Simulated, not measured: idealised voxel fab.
Process module name: voxel self aligned vias
Section cut is 285 nm wide and gridded with 5 nm square cells.
Cross-section = grid of square cells, listed top down in bands; band = one or more rows.
Basically the band line says how high the top is and how high the bottom is, in nm, and then what's in it from left to right, every material with its width in nm. Empty space shows up as "empty", and if a single material carries "full width" it runs the full band edge to edge.
Heights from 0 (as-received wafer is one material below). Bottom band endless downward, as "top 0, no bottom".
With a width like "30->40", each row of cells in the band differs from the next by the same amount, the top row carrying the first number and the bottom row the second.
Given "nothing got changed" for a step, no cell of the cross-section differs between before and after that step.
Heads up: "Enclosed internal voids" only lists the empty pockets with no open path to the top that are 8 cells or more, and it writes them as width x height at distance, distance from the left edge, in nm.
On each step's line, the part that comes after the settings is the simulator's own comment on the step.
"overlay nm", when on a step's line for a step with a mask, measures how far to the right of its planned place the mask lay; a negative measure means to the left.
## Steps planned for the process
step 1: RECEIVE,material Si
step 2: CONFORMAL_DEP,material SiO2,thk nm 10
step 3: CONFORMAL_DEP,material SiCN,thk nm 5
step 4: DIRECTIONAL_DEP,material SiO2,thk nm 30
step 5: DIRECTIONAL_DEP,material aC,thk nm 10
step 6: PATTERN,tone open,mask id LINES,material resist,width nm 25,pitch nm 60,thk nm 25,overlay nm 0
step 7: DIRECTIONAL_ETCH,etch materials aC,depth nm 10
step 8: STRIP,etch materials resist
step 9: DIRECTIONAL_ETCH,etch materials SiO2,depth nm 30
step 10: STRIP,etch materials aC
step 11: CONFORMAL_DEP,material TiN,thk nm 5
step 12: FILL_DEP,material Ru,thk nm 10
step 13: CMP,height nm 45
step 14: SELECTIVE_ETCH,etch materials W Ru TiN,depth nm 10
step 15: FILL_DEP,material SiN,thk nm 10
step 16: CMP,height nm 45
step 17: DIRECTIONAL_DEP,material SiO2,thk nm 20
step 18: DIRECTIONAL_DEP,material aC,thk nm 10
step 19: PATTERN,tone open,mask id VIAS,material resist,width nm 45,pitch nm 60,thk nm 30,overlay nm 0
step 20: DIRECTIONAL_ETCH,etch materials aC,depth nm 10
step 21: STRIP,etch materials resist
step 22: DIRECTIONAL_ETCH,etch materials SiO2,depth nm 20
step 23: DIRECTIONAL_ETCH,etch materials SiN,depth nm 10
step 24: STRIP,etch materials aC
step 25: CONFORMAL_DEP,material TiN,thk nm 5
step 26: FILL_DEP,material Cu,thk nm 5
step 27: CMP,height nm 65
step 28: CONFORMAL_DEP,material SiN,thk nm 5
## As received (post step 1): cross-section
> top 0, no bottom: Si full width
> Enclosed internal voids: none
## Sectioned view, first of two wafers, at the close of the module, processed as intended in the plan
> top 70, bottom 65: SiN full width
> top 65, bottom 50: SiO2 (60)  TiN (5)  Cu (35)  TiN (5)  SiO2 (15)  TiN (5)  Cu (35)  TiN (5)  SiO2 (15)  TiN (5)  Cu (35)  TiN (5)  SiO2 (60)
> top 50, bottom 40: SiO2 (60->70)  TiN (15->5)  Cu (15)  TiN (15->5)  SiO2 (15->35)  TiN (15->5)  Cu (15)  TiN (15->5)  SiO2 (15->35)  TiN (15->5)  Cu (15)  TiN (15->5)  SiO2 (60->70)
> top 40, bottom 35: SiO2 (70)  TiN (25)  SiO2 (35)  TiN (25)  SiO2 (35)  TiN (25)  SiO2 (70)
> top 35, bottom 20: SiO2 (70)  TiN (5)  Ru (15)  TiN (5)  SiO2 (35)  TiN (5)  Ru (15)  TiN (5)  SiO2 (35)  TiN (5)  Ru (15)  TiN (5)  SiO2 (70)
> top 20, bottom 15: SiO2 (70)  TiN (25)  SiO2 (35)  TiN (25)  SiO2 (35)  TiN (25)  SiO2 (70)
> top 15, bottom 10: SiCN full width
> top 10, bottom 0: SiO2 full width
> top 0, no bottom: Si full width
> Enclosed internal voids: none
## This cross-section belongs to the second wafer of two at the end of the module; the start and the plan were shared with the first, and the run included one mistake
> top 70, bottom 65: SiN full width
> top 65, bottom 45: SiO2 (60)  TiN (5)  Cu (35)  TiN (5)  SiO2 (15)  TiN (5)  Cu (35)  TiN (5)  SiO2 (15)  TiN (5)  Cu (35)  TiN (5)  SiO2 (60)
> top 45, bottom 40: SiN (60)  TiN (5)  Cu (35)  TiN (5)  SiN (15)  TiN (5)  Cu (35)  TiN (5)  SiN (15)  TiN (5)  Cu (35)  TiN (5)  SiN (60)
> top 40, bottom 35: SiN (60)  TiN (45)  SiN (15)  TiN (45)  SiN (15)  TiN (45)  SiN (60)
> top 35, bottom 10: SiO2 (70)  TiN (5)  Ru (15)  TiN (5)  SiO2 (35)  TiN (5)  Ru (15)  TiN (5)  SiO2 (35)  TiN (5)  Ru (15)  TiN (5)  SiO2 (70)
> top 10, bottom 5: SiO2 (70)  TiN (25)  SiO2 (35)  TiN (25)  SiO2 (35)  TiN (25)  SiO2 (70)
> top 5, bottom 0: SiCN full width
> top 0, no bottom: Si full width
> Enclosed internal voids: none
Misprocessing identified: step 2 from the plan never happened, it was just skipped
Bottom line after processing is that, in cells, the second wafer is up or down on some materials versus the first: 24 more of Cu; 18 more of Ru; 60 more of SiN; 114 fewer of SiO2; 12 more of TiN
